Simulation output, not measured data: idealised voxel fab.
process module | voxel released beams
cross-section cut | 195 nm wide | cells 5 nm
A cross-section is a grid of square cells, given in bands from the top down. A band is one or more rows of cells.
Each band's line starts with the height of the band's top and of its bottom, in nm. Then come its materials from left to right, each with its width in nm. One material with "throughout" fills the band from edge to edge. "air" is empty space.
Height 0 is the level under which the wafer as received is all one material. The lowest band goes on downwards, as in "0 down".
A width such as "30 to 40" changes by the same amount from each row of cells to the next, from the band's top row to its bottom row.
"no change" after a step means that no cell of the cross-section changed.
closed voids: empty space of 8 cells or more with no open way to the top, each as width x height at its distance from the left edge, in nm
after a step's settings: what the simulator itself notes on the step
overlay nm, on a step with a mask: how far to the right of its planned place the mask lay; to the left if negative
plan
1 op RECEIVE | material Si
2 op CONFORMAL_DEP | material SiN | thk nm 10
3 op DIRECTIONAL_DEP | material SiO2 | thk nm 20
4 op MASKED_ETCH | tone open | mask id ANCHOR | width nm 45 | etch materials SiO2 | depth nm 20 | overlay nm 0
5 op CONFORMAL_DEP | material TiN | thk nm 15
6 op PATTERN | tone cover | mask id BEAM | material resist | width nm 125 | thk nm 15 | overlay nm 0
7 op DIRECTIONAL_ETCH | etch materials TiN | depth nm 5
8 op STRIP | etch materials resist
9 op STRIP | etch materials SiO2
varied across the wafers: depth nm of step 7. The plan shows the first wafer's value. All wafers start alike
first wafer as received, after step 1
  0 down: Si throughout
  closed voids: none
each wafer at the end: cells of each material gained (+) or lost (-) since it was received, then its closed voids
depth nm 5 | +78 SiN | +120 SiO2 | +127 TiN | closed voids: none
depth nm 10 | +78 SiN | +120 SiO2 | +113 TiN | closed voids: none
depth nm 15 | +78 SiN | +99 TiN | closed voids: none
depth nm 20 | +78 SiN | +99 TiN | closed voids: none
depth nm 25 | +78 SiN | +99 TiN | closed voids: none
depth nm 30 | +78 SiN | +99 TiN | closed voids: none
